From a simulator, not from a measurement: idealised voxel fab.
process module | voxel wiring stack
cross-section cut | 220 nm wide | cells 5 nm
A cross-section is a grid of square cells, given in bands from the top down. A band is one or more rows of cells.
Each band's line starts with the height of the band's top and of its bottom, in nm. Then come its materials from left to right, each with its width in nm. One material with "throughout" fills the band from edge to edge. "air" is empty space.
Height 0 is the level under which the wafer as received is all one material. The lowest band goes on downwards, as in "0 down".
A width such as "30 to 40" changes by the same amount from each row of cells to the next, from the band's top row to its bottom row.
"no change" after a step means that no cell of the cross-section changed.
closed voids: empty space of 8 cells or more with no open way to the top, each as width x height at its distance from the left edge, in nm
after a step's settings: what the simulator itself notes on the step
overlay nm, on a step with a mask: how far to the right of its planned place the mask lay; to the left if negative
plan
1 op RECEIVE | material Si
2 op CONFORMAL_DEP | material SiO2 | thk nm 10
3 op DIRECTIONAL_DEP | material TiN | thk nm 5
4 op DIRECTIONAL_DEP | material Ru | thk nm 20
5 op DIRECTIONAL_DEP | material aC | thk nm 15
6 op PATTERN | tone cover | mask id METAL_1 | material resist | width nm 20 | pitch nm 45 | thk nm 35 | overlay nm 0
7 op DIRECTIONAL_ETCH | etch materials aC | depth nm 15
8 op STRIP | etch materials resist
9 op DIRECTIONAL_ETCH | etch materials Ru | depth nm 20
10 op DIRECTIONAL_ETCH | etch materials TiN | depth nm 5
11 op STRIP | etch materials aC
12 op CONFORMAL_DEP | material SiCN | thk nm 5
13 op FILL_DEP | material lowk | thk nm 5
14 op CMP | height nm 35
15 op CONFORMAL_DEP | material SiCN | thk nm 5
16 op DIRECTIONAL_DEP | material lowk | thk nm 15
17 op DIRECTIONAL_DEP | material aC | thk nm 10
18 op PATTERN | tone open | mask id PLUG_1 | material resist | width nm 15 | pitch nm 45 | thk nm 25 | overlay nm 0
19 op DIRECTIONAL_ETCH | etch materials aC | depth nm 10
20 op STRIP | etch materials resist
21 op DIRECTIONAL_ETCH | etch materials lowk | depth nm 15
22 op DIRECTIONAL_ETCH | etch materials SiCN | depth nm 5
23 op STRIP | etch materials aC
24 op EPI | material Ru | thk nm 10
25 op EPI | material Ru | thk nm 10
26 op DIRECTIONAL_DEP | material TiN | thk nm 5
27 op DIRECTIONAL_DEP | material W | thk nm 25
28 op DIRECTIONAL_DEP | material aC | thk nm 15
29 op PATTERN | tone cover | mask id METAL_2 | material resist | width nm 20 | pitch nm 45 | thk nm 30 | overlay nm 0
30 op DIRECTIONAL_ETCH | etch materials aC | depth nm 15
31 op STRIP | etch materials resist
32 op DIRECTIONAL_ETCH | etch materials W | depth nm 25
33 op DIRECTIONAL_ETCH | etch materials TiN | depth nm 5
34 op STRIP | etch materials aC
35 op FILL_DEP | material lowk | thk nm 10
36 op CMP | height nm 85
37 op CONFORMAL_DEP | material SiCN | thk nm 5
38 op DIRECTIONAL_DEP | material lowk | thk nm 30
39 op PATTERN | tone open | mask id METAL_3 | material resist | width nm 20 | pitch nm 45 | thk nm 20 | overlay nm 0
40 op DIRECTIONAL_ETCH | etch materials lowk | depth nm 15
41 op STRIP | etch materials resist
42 op MASKED_ETCH | tone open | mask id METAL_3_HOLES | width nm 15 | pitch nm 45 | etch materials lowk | depth nm 15 | overlay nm 0
43 op MASKED_ETCH | tone open | mask id METAL_3_HOLES | width nm 15 | pitch nm 45 | etch materials SiCN | depth nm 5 | overlay nm 0
44 op CONFORMAL_DEP | material TiN | thk nm 5
45 op FILL_DEP | material Cu | thk nm 5
46 op CMP | height nm 120
47 op CONFORMAL_DEP | material SiN | thk nm 5
first wafer, as planned
as received, after step 1
  0 down: Si throughout
  closed voids: none
after step 2
  10 to 0: SiO2 throughout
  below 0: unchanged
after step 3
  15 to 10: TiN throughout
  below 10: unchanged
after step 4
  35 to 15: Ru throughout
  below 15: unchanged
after step 5
  50 to 35: aC throughout
  below 35: unchanged
after step 6
  85 to 50: air 75 | resist 20 | air 25 | resist 20 | air 80
  below 50: unchanged
after step 7
  70 to 50: air 75 | resist 20 | air 25 | resist 20 | air 80
  50 to 35: air 75 | aC 20 | air 25 | aC 20 | air 80
  below 35: unchanged
after step 8
  50 to 35: air 75 | aC 20 | air 25 | aC 20 | air 80
  below 35: unchanged
after step 9
  50 to 35: air 75 | aC 20 | air 25 | aC 20 | air 80
  35 to 15: air 75 | Ru 20 | air 25 | Ru 20 | air 80
  below 15: unchanged
after step 10
  50 to 35: air 75 | aC 20 | air 25 | aC 20 | air 80
  35 to 15: air 75 | Ru 20 | air 25 | Ru 20 | air 80
  15 to 10: air 75 | TiN 20 | air 25 | TiN 20 | air 80
  below 10: unchanged
after step 11
  35 to 15: air 75 | Ru 20 | air 25 | Ru 20 | air 80
  below 15: unchanged
after step 12
  40 to 35: air 70 | SiCN 30 | air 15 | SiCN 30 | air 75
  35 to 15: air 70 | SiCN 5 | Ru 20 | SiCN 5 | air 15 | SiCN 5 | Ru 20 | SiCN 5 | air 75
  15 to 10: SiCN 75 | TiN 20 | SiCN 25 | TiN 20 | SiCN 80
  below 10: unchanged
after step 13
  45 to 40: lowk throughout
  40 to 35: lowk 70 | SiCN 30 | lowk 15 | SiCN 30 | lowk 75
  35 to 15: lowk 70 | SiCN 5 | Ru 20 | SiCN 5 | lowk 15 | SiCN 5 | Ru 20 | SiCN 5 | lowk 75
  below 15: unchanged
after step 14
  35 to 15: lowk 70 | SiCN 5 | Ru 20 | SiCN 5 | lowk 15 | SiCN 5 | Ru 20 | SiCN 5 | lowk 75
  below 15: unchanged
after step 15
  40 to 35: SiCN throughout
  below 35: unchanged
after step 16
  55 to 40: lowk throughout
  below 40: unchanged
after step 17
  65 to 55: aC throughout
  below 55: unchanged
after step 18
  90 to 65: resist 75 | air 15 | resist 30 | air 15 | resist 85
  below 65: unchanged
after step 19
  80 to 65: resist 75 | air 15 | resist 30 | air 15 | resist 85
  65 to 55: aC 75 | air 15 | aC 30 | air 15 | aC 85
  below 55: unchanged
after step 20
  65 to 55: aC 75 | air 15 | aC 30 | air 15 | aC 85
  below 55: unchanged
after step 21
  65 to 55: aC 75 | air 15 | aC 30 | air 15 | aC 85
  55 to 40: lowk 75 | air 15 | lowk 30 | air 15 | lowk 85
  below 40: unchanged
after step 22
  65 to 55: aC 75 | air 15 | aC 30 | air 15 | aC 85
  55 to 40: lowk 75 | air 15 | lowk 30 | air 15 | lowk 85
  40 to 35: SiCN 75 | air 15 | SiCN 30 | air 15 | SiCN 85
  below 35: unchanged
after step 23
  55 to 40: lowk 75 | air 15 | lowk 30 | air 15 | lowk 85
  below 40: unchanged
after step 24
  55 to 45: lowk 75 | air 15 | lowk 30 | air 15 | lowk 85
  45 to 40: lowk 75 | Ru 15 | lowk 30 | Ru 15 | lowk 85
  40 to 35: SiCN 75 | Ru 15 | SiCN 30 | Ru 15 | SiCN 85
  below 35: unchanged
after step 25
  55 to 40: lowk 75 | Ru 15 | lowk 30 | Ru 15 | lowk 85
  below 40: unchanged
after step 26
  60 to 55: TiN throughout
  below 55: unchanged
after step 27
  85 to 60: W throughout
  below 60: unchanged
after step 28
  100 to 85: aC throughout
  below 85: unchanged
after step 29
  130 to 100: air 75 | resist 20 | air 25 | resist 20 | air 80
  below 100: unchanged
after step 30
  115 to 100: air 75 | resist 20 | air 25 | resist 20 | air 80
  100 to 85: air 75 | aC 20 | air 25 | aC 20 | air 80
  below 85: unchanged
after step 31
  100 to 85: air 75 | aC 20 | air 25 | aC 20 | air 80
  below 85: unchanged
after step 32
  100 to 85: air 75 | aC 20 | air 25 | aC 20 | air 80
  85 to 60: air 75 | W 20 | air 25 | W 20 | air 80
  below 60: unchanged
after step 33
  100 to 85: air 75 | aC 20 | air 25 | aC 20 | air 80
  85 to 60: air 75 | W 20 | air 25 | W 20 | air 80
  60 to 55: air 75 | TiN 20 | air 25 | TiN 20 | air 80
  below 55: unchanged
after step 34
  85 to 60: air 75 | W 20 | air 25 | W 20 | air 80
  below 60: unchanged
after step 35
  95 to 85: lowk throughout
  85 to 60: lowk 75 | W 20 | lowk 25 | W 20 | lowk 80
  60 to 55: lowk 75 | TiN 20 | lowk 25 | TiN 20 | lowk 80
  below 55: unchanged
after step 36
  85 to 60: lowk 75 | W 20 | lowk 25 | W 20 | lowk 80
  below 60: unchanged
after step 37
  90 to 85: SiCN throughout
  below 85: unchanged
after step 38
  120 to 90: lowk throughout
  below 90: unchanged
after step 39
  140 to 120: resist 75 | air 20 | resist 25 | air 20 | resist 80
  below 120: unchanged
after step 40
  140 to 120: resist 75 | air 20 | resist 25 | air 20 | resist 80
  120 to 105: lowk 75 | air 20 | lowk 25 | air 20 | lowk 80
  below 105: unchanged
after step 41
  120 to 105: lowk 75 | air 20 | lowk 25 | air 20 | lowk 80
  below 105: unchanged
after step 42
  120 to 105: lowk 75 | air 20 | lowk 25 | air 20 | lowk 80
  105 to 90: lowk 75 | air 15 | lowk 30 | air 15 | lowk 85
  below 90: unchanged
after step 43
  120 to 105: lowk 75 | air 20 | lowk 25 | air 20 | lowk 80
  105 to 90: lowk 75 | air 15 | lowk 30 | air 15 | lowk 85
  90 to 85: SiCN 75 | air 15 | SiCN 30 | air 15 | SiCN 85
  below 85: unchanged
after step 44
  125 to 120: TiN 80 | air 10 | TiN 35 | air 10 | TiN 85
  120 to 110: lowk 75 | TiN 5 | air 10 | TiN 5 | lowk 25 | TiN 5 | air 10 | TiN 5 | lowk 80
  110 to 105: lowk 75 | TiN 5 | air 5 | TiN 10 | lowk 25 | TiN 5 | air 5 | TiN 10 | lowk 80
  105 to 90: lowk 75 | TiN 5 | air 5 | TiN 5 | lowk 30 | TiN 5 | air 5 | TiN 5 | lowk 85
  90 to 85: SiCN 75 | TiN 15 | SiCN 30 | TiN 15 | SiCN 85
  below 85: unchanged
after step 45
  130 to 125: Cu throughout
  125 to 120: TiN 80 | Cu 10 | TiN 35 | Cu 10 | TiN 85
  120 to 110: lowk 75 | TiN 5 | Cu 10 | TiN 5 | lowk 25 | TiN 5 | Cu 10 | TiN 5 | lowk 80
  110 to 105: lowk 75 | TiN 5 | Cu 5 | TiN 10 | lowk 25 | TiN 5 | Cu 5 | TiN 10 | lowk 80
  105 to 90: lowk 75 | TiN 5 | Cu 5 | TiN 5 | lowk 30 | TiN 5 | Cu 5 | TiN 5 | lowk 85
  below 90: unchanged
after step 46
  120 to 110: lowk 75 | TiN 5 | Cu 10 | TiN 5 | lowk 25 | TiN 5 | Cu 10 | TiN 5 | lowk 80
  below 110: unchanged
after step 47
  125 to 120: SiN throughout
  below 120: unchanged
second wafer: like start, like plan, one mistake. Through step 23 it matches the first wafer
when step 25 should have ended
  65 to 55: air 65 | Ru 35 | air 10 | Ru 35 | air 75
  55 to 40: lowk 75 | Ru 15 | lowk 30 | Ru 15 | lowk 85
  40 to 35: SiCN 75 | Ru 15 | SiCN 30 | Ru 15 | SiCN 85
  below 35: unchanged
when step 26 should have ended
  70 to 65: air 65 | TiN 35 | air 10 | TiN 35 | air 75
  65 to 60: air 65 | Ru 35 | air 10 | Ru 35 | air 75
  60 to 55: TiN 65 | Ru 35 | TiN 10 | Ru 35 | TiN 75
  below 55: unchanged
when step 27 should have ended
  95 to 85: air 65 | W 35 | air 10 | W 35 | air 75
  85 to 70: W throughout
  70 to 65: W 65 | TiN 35 | W 10 | TiN 35 | W 75
  65 to 60: W 65 | Ru 35 | W 10 | Ru 35 | W 75
  below 60: unchanged
when step 28 should have ended
  110 to 100: air 65 | aC 35 | air 10 | aC 35 | air 75
  100 to 95: aC throughout
  95 to 85: aC 65 | W 35 | aC 10 | W 35 | aC 75
  below 85: unchanged
when step 29 should have ended
  140 to 110: air 75 | resist 20 | air 25 | resist 20 | air 80
  below 110: unchanged
when step 30 should have ended
  125 to 110: air 75 | resist 20 | air 25 | resist 20 | air 80
  110 to 95: air 75 | aC 20 | air 25 | aC 20 | air 80
  95 to 85: air 65 | W 35 | air 10 | W 35 | air 75
  below 85: unchanged
when step 31 should have ended
  110 to 95: air 75 | aC 20 | air 25 | aC 20 | air 80
  below 95: unchanged
when step 32 should have ended
  110 to 95: air 75 | aC 20 | air 25 | aC 20 | air 80
  95 to 70: air 75 | W 20 | air 25 | W 20 | air 80
  70 to 65: air 65 | TiN 35 | air 10 | TiN 35 | air 75
  65 to 60: air 65 | Ru 35 | air 10 | Ru 35 | air 75
  below 60: unchanged
when step 33 should have ended
  110 to 95: air 75 | aC 20 | air 25 | aC 20 | air 80
  95 to 70: air 75 | W 20 | air 25 | W 20 | air 80
  70 to 65: air 75 | TiN 20 | air 25 | TiN 20 | air 80
  65 to 55: air 65 | Ru 35 | air 10 | Ru 35 | air 75
  below 55: unchanged
when step 34 should have ended
  95 to 70: air 75 | W 20 | air 25 | W 20 | air 80
  below 70: unchanged
when step 35 should have ended
  105 to 95: lowk throughout
  95 to 70: lowk 75 | W 20 | lowk 25 | W 20 | lowk 80
  70 to 65: lowk 75 | TiN 20 | lowk 25 | TiN 20 | lowk 80
  65 to 55: lowk 65 | Ru 35 | lowk 10 | Ru 35 | lowk 75
  below 55: unchanged
when step 36 should have ended
  85 to 70: lowk 75 | W 20 | lowk 25 | W 20 | lowk 80
  below 70: unchanged
when step 37 should have ended
  90 to 85: SiCN throughout
  below 85: unchanged
when step 38 should have ended
  120 to 90: lowk throughout
  below 90: unchanged
when step 39 should have ended
  140 to 120: resist 75 | air 20 | resist 25 | air 20 | resist 80
  below 120: unchanged
when step 40 should have ended
  140 to 120: resist 75 | air 20 | resist 25 | air 20 | resist 80
  120 to 105: lowk 75 | air 20 | lowk 25 | air 20 | lowk 80
  below 105: unchanged
when step 41 should have ended
  120 to 105: lowk 75 | air 20 | lowk 25 | air 20 | lowk 80
  below 105: unchanged
when step 42 should have ended
  120 to 105: lowk 75 | air 20 | lowk 25 | air 20 | lowk 80
  105 to 90: lowk 75 | air 15 | lowk 30 | air 15 | lowk 85
  below 90: unchanged
when step 43 should have ended
  120 to 105: lowk 75 | air 20 | lowk 25 | air 20 | lowk 80
  105 to 90: lowk 75 | air 15 | lowk 30 | air 15 | lowk 85
  90 to 85: SiCN 75 | air 15 | SiCN 30 | air 15 | SiCN 85
  below 85: unchanged
when step 44 should have ended
  125 to 120: TiN 80 | air 10 | TiN 35 | air 10 | TiN 85
  120 to 110: lowk 75 | TiN 5 | air 10 | TiN 5 | lowk 25 | TiN 5 | air 10 | TiN 5 | lowk 80
  110 to 105: lowk 75 | TiN 5 | air 5 | TiN 10 | lowk 25 | TiN 5 | air 5 | TiN 10 | lowk 80
  105 to 90: lowk 75 | TiN 5 | air 5 | TiN 5 | lowk 30 | TiN 5 | air 5 | TiN 5 | lowk 85
  90 to 85: SiCN 75 | TiN 15 | SiCN 30 | TiN 15 | SiCN 85
  below 85: unchanged
when step 45 should have ended
  130 to 125: Cu throughout
  125 to 120: TiN 80 | Cu 10 | TiN 35 | Cu 10 | TiN 85
  120 to 110: lowk 75 | TiN 5 | Cu 10 | TiN 5 | lowk 25 | TiN 5 | Cu 10 | TiN 5 | lowk 80
  110 to 105: lowk 75 | TiN 5 | Cu 5 | TiN 10 | lowk 25 | TiN 5 | Cu 5 | TiN 10 | lowk 80
  105 to 90: lowk 75 | TiN 5 | Cu 5 | TiN 5 | lowk 30 | TiN 5 | Cu 5 | TiN 5 | lowk 85
  below 90: unchanged
when step 46 should have ended
  120 to 110: lowk 75 | TiN 5 | Cu 10 | TiN 5 | lowk 25 | TiN 5 | Cu 10 | TiN 5 | lowk 80
  below 110: unchanged
when step 47 should have ended
  125 to 120: SiN throughout
  below 120: unchanged
what went wrong: one of the steps 24 and 25, which are alike, was run twice
at the end the second wafer has, in cells: 28 more of Ru | 16 fewer of W | 12 fewer of lowk
